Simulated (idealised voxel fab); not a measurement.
Process module in this document: voxel wiring stack
For reference, the cross-section in this document is cut, with width 220 nm and square cells of 5 nm.
Cross-section spec: square-cell grid; bands listed top down; each band is one or more rows. Top, bottom (nm), then materials left to right with widths (nm); lone material tagged "everywhere" fills the whole band edge to edge; "empty" = empty space. All heights in this document are referenced to 0, defined as the level beneath which the wafer, as received, consists entirely of one material. The lowest band is not bounded below; it extends indefinitely downward and is written in the form "0 and below". The width entry "30->40" should be interpreted row by row: the top row of cells in the band takes the first number, the bottom row takes the second number, and the change between adjacent rows is uniform throughout. Step marked "remains unaltered"? Then no cell in the cross-section changed in it. "Fully enclosed voids" enumerates empty spaces isolated from the top, with no open way to it, that contain at least 8 cells, giving each as width x height at distance from the left edge, all three in nm. Where a step's line continues beyond its settings, the continuation is a remark by the simulator itself on that step. A step's line can hold "overlay nm"; with a mask on that step, the setting says how far right of the planned place the mask lay, while a negative setting says it lay to the left.

[The steps planned for the process are as follows]
- 1: op RECEIVE | material Si
- 2: op CONFORMAL_DEP | material SiO2 | thk nm 15
- 3: op CONFORMAL_DEP | material SiCN | thk nm 5
- 4: op DIRECTIONAL_DEP | material lowk | thk nm 15
- 5: op PATTERN | tone open | mask id METAL_1 | material resist | width nm 25 | pitch nm 45 | thk nm 15 | overlay nm 0
- 6: op DIRECTIONAL_ETCH | etch materials lowk | depth nm 15
- 7: op DIRECTIONAL_ETCH | etch materials SiCN | depth nm 5
- 8: op STRIP | etch materials resist
- 9: op CONFORMAL_DEP | material TiN | thk nm 5
- 10: op FILL_DEP | material Cu | thk nm 10
- 11: op CMP | height nm 35
- 12: op EPI | material Ru | thk nm 5
- 13: op FILL_DEP | material SiCN | thk nm 5
- 14: op DIRECTIONAL_DEP | material lowk | thk nm 20
- 15: op PATTERN | tone open | mask id PLUG_1 | material resist | width nm 15 | thk nm 20 | overlay nm 0
- 16: op DIRECTIONAL_ETCH | etch materials lowk | depth nm 20
- 17: op DIRECTIONAL_ETCH | etch materials SiCN | depth nm 5
- 18: op STRIP | etch materials resist
- 19: op CONFORMAL_DEP | material TiN | thk nm 5
- 20: op FILL_DEP | material Cu | thk nm 10
- 21: op CMP | height nm 65
- 22: op CONFORMAL_DEP | material SiCN | thk nm 5
- 23: op DIRECTIONAL_DEP | material lowk | thk nm 20
- 24: op PATTERN | tone open | mask id METAL_2 | material resist | width nm 25 | pitch nm 45 | thk nm 15 | overlay nm 0
- 25: op DIRECTIONAL_ETCH | etch materials lowk | depth nm 20
- 26: op DIRECTIONAL_ETCH | etch materials SiCN | depth nm 5
- 27: op STRIP | etch materials resist
- 28: op CONFORMAL_DEP | material TiN | thk nm 5
- 29: op FILL_DEP | material Cu | thk nm 5
- 30: op CMP | height nm 90
- 31: op EPI | material Ru | thk nm 5
- 32: op FILL_DEP | material SiCN | thk nm 5
- 33: op DIRECTIONAL_DEP | material SiO2 | thk nm 30
- 34: op PATTERN | tone open | mask id METAL_3_HOLES | material resist | width nm 15 | thk nm 20 | overlay nm 0
- 35: op DIRECTIONAL_ETCH | etch materials SiO2 | depth nm 30
- 36: op STRIP | etch materials resist
- 37: op PATTERN | tone open | mask id METAL_3 | material resist | width nm 25 | pitch nm 45 | thk nm 20 | overlay nm 0
- 38: op DIRECTIONAL_ETCH | etch materials SiO2 | depth nm 15
- 39: op DIRECTIONAL_ETCH | etch materials SiCN | depth nm 5
- 40: op STRIP | etch materials resist
- 41: op CONFORMAL_DEP | material TiN | thk nm 5
- 42: op FILL_DEP | material Cu | thk nm 10
- 43: op CMP | height nm 130
- 44: op CONFORMAL_DEP | material SiCN | thk nm 5
- 45: op DIRECTIONAL_DEP | material lowk | thk nm 30
- 46: op PATTERN | tone open | mask id METAL_4 | material resist | width nm 25 | pitch nm 45 | thk nm 15 | overlay nm 0
- 47: op DIRECTIONAL_ETCH | etch materials lowk | depth nm 15
- 48: op STRIP | etch materials resist
- 49: op PATTERN | tone open | mask id METAL_4_HOLES | material resist | width nm 15 | pitch nm 45 | thk nm 15 | overlay nm 0
- 50: op DIRECTIONAL_ETCH | etch materials lowk | depth nm 15
- 51: op DIRECTIONAL_ETCH | etch materials SiCN | depth nm 5
- 52: op STRIP | etch materials resist
- 53: op CONFORMAL_DEP | material TiN | thk nm 5
- 54: op FILL_DEP | material Cu | thk nm 5
- 55: op CMP | height nm 165
- 56: op CONFORMAL_DEP | material SiCN | thk nm 5

[Cross-section of the wafer as it came to us, i.e., already through step 1]
    0 and below | Si everywhere
    Fully enclosed voids: none

[Looking at the first of two wafers in cross-section at end of module - ran to plan]
    170 down to 165 | SiCN everywhere
    165 down to 155 | 75 nm lowk; 5 nm TiN; 15 nm Cu; 5 nm TiN; 20 nm lowk; 5 nm TiN; 15 nm Cu; 5 nm TiN; 75 nm lowk
    155 down to 150 | 75 nm lowk; 5 nm TiN; 5 nm Cu; 15 nm TiN; 20 nm lowk; 5 nm TiN; 5 nm Cu; 15 nm TiN; 75 nm lowk
    150 down to 135 | 75 nm lowk; 5 nm TiN; 5 nm Cu; 5 nm TiN; 30 nm lowk; 5 nm TiN; 5 nm Cu; 5 nm TiN; 85 nm lowk
    135 down to 130 | 75 nm SiCN; 15 nm TiN; 30 nm SiCN; 15 nm TiN; 85 nm SiCN
    130 down to 120 | 75 nm SiO2; 5 nm TiN; 15 nm Cu; 5 nm TiN; 20 nm SiO2; 5 nm TiN; 15 nm Cu; 5 nm TiN; 75 nm SiO2
    120 down to 115 | 75 nm SiO2; 5 nm TiN; 5 nm Cu; 15 nm TiN; 20 nm SiO2; 25 nm TiN; 75 nm SiO2
    115 down to 100 | 75 nm SiO2; 5 nm TiN; 5 nm Cu; 5 nm TiN; 130 nm SiO2
    100 down to 95 | 75 nm SiCN; 15 nm TiN; 130 nm SiCN
    95 down to 90 | 70 nm SiCN; 35 nm Ru; 10 nm SiCN; 35 nm Ru; 70 nm SiCN
    90 down to 70 | 75 nm lowk; 5 nm TiN; 15 nm Cu; 5 nm TiN; 20 nm lowk; 5 nm TiN; 15 nm Cu; 5 nm TiN; 75 nm lowk
    70 down to 65 | 75 nm SiCN; 25 nm TiN; 20 nm SiCN; 25 nm TiN; 75 nm SiCN
    65 down to 45 | 75 nm lowk; 5 nm TiN; 5 nm Cu; 5 nm TiN; 130 nm lowk
    45 down to 40 | 75 nm SiCN; 15 nm TiN; 130 nm SiCN
    40 down to 35 | 70 nm SiCN; 35 nm Ru; 10 nm SiCN; 35 nm Ru; 70 nm SiCN
    35 down to 20 | 75 nm lowk; 5 nm TiN; 15 nm Cu; 5 nm TiN; 20 nm lowk; 5 nm TiN; 15 nm Cu; 5 nm TiN; 75 nm lowk
    20 down to 15 | 75 nm SiCN; 25 nm TiN; 20 nm SiCN; 25 nm TiN; 75 nm SiCN
    15 down to 0 | SiO2 everywhere
    0 and below | Si everywhere
    Fully enclosed voids: none

[Presented here is a cross-section of the second of the two wafers as it stood at the end of the module. It was started in the same manner and assigned the same plan as the first wafer; however, one mistake was made in its execution]
    170 down to 165 | SiCN everywhere
    165 down to 155 | 75 nm lowk; 5 nm TiN; 15 nm Cu; 5 nm TiN; 20 nm lowk; 5 nm TiN; 15 nm Cu; 5 nm TiN; 75 nm lowk
    155 down to 150 | 75 nm lowk; 5 nm TiN; 5 nm Cu; 15 nm TiN; 20 nm lowk; 5 nm TiN; 5 nm Cu; 15 nm TiN; 75 nm lowk
    150 down to 135 | 75 nm lowk; 5 nm TiN; 5 nm Cu; 5 nm TiN; 30 nm lowk; 5 nm TiN; 5 nm Cu; 5 nm TiN; 85 nm lowk
    135 down to 130 | 75 nm SiCN; 15 nm TiN; 30 nm SiCN; 15 nm TiN; 85 nm SiCN
    130 down to 120 | 75 nm SiO2; 5 nm TiN; 15 nm Cu; 5 nm TiN; 20 nm SiO2; 5 nm TiN; 15 nm Cu; 5 nm TiN; 75 nm SiO2
    120 down to 115 | 75 nm SiO2; 5 nm TiN; 5 nm Cu; 15 nm TiN; 20 nm SiO2; 25 nm TiN; 75 nm SiO2
    115 down to 100 | 75 nm SiO2; 5 nm TiN; 5 nm Cu; 5 nm TiN; 130 nm SiO2
    100 down to 95 | 75 nm SiCN; 15 nm TiN; 130 nm SiCN
    95 down to 90 | 70 nm SiCN; 35 nm Ru; 10 nm SiCN; 35 nm Ru; 70 nm SiCN
    90 down to 70 | 75 nm lowk; 5 nm TiN; 15 nm Cu; 5 nm TiN; 20 nm lowk; 5 nm TiN; 15 nm Cu; 5 nm TiN; 75 nm lowk
    70 down to 65 | 75 nm SiCN; 25 nm TiN; 20 nm SiCN; 25 nm TiN; 75 nm SiCN
    65 down to 45 | 75 nm lowk; 5 nm TiN; 5 nm Cu; 5 nm TiN; 130 nm lowk
    45 down to 40 | 75 nm SiCN; 15 nm TiN; 130 nm SiCN
    40 down to 35 | 80 nm Ru; 15 nm SiCN; 30 nm Ru; 15 nm SiCN; 80 nm Ru
    35 down to 20 | 70 nm Cu; 5 nm TiN; 25 nm lowk; 5 nm TiN; 10 nm Cu; 5 nm TiN; 25 nm lowk; 5 nm TiN; 70 nm Cu
    20 down to 15 | 75 nm TiN; 25 nm SiCN; 20 nm TiN; 25 nm SiCN; 75 nm TiN
    15 down to 0 | SiO2 everywhere
    0 and below | Si everywhere
    Fully enclosed voids: none
Which mistake was made when the wafer was run? step 5 ran with different settings than intended, the actual operation and settings being op PATTERN | tone cover | mask id METAL_1 | material resist | width nm 25 | pitch nm 45 | thk nm 15 | overlay nm 0
Final tally in cells, some materials are higher or lower on the second wafer than on the first: +72 Cu; +24 Ru; -48 SiCN; +24 TiN; -72 lowk
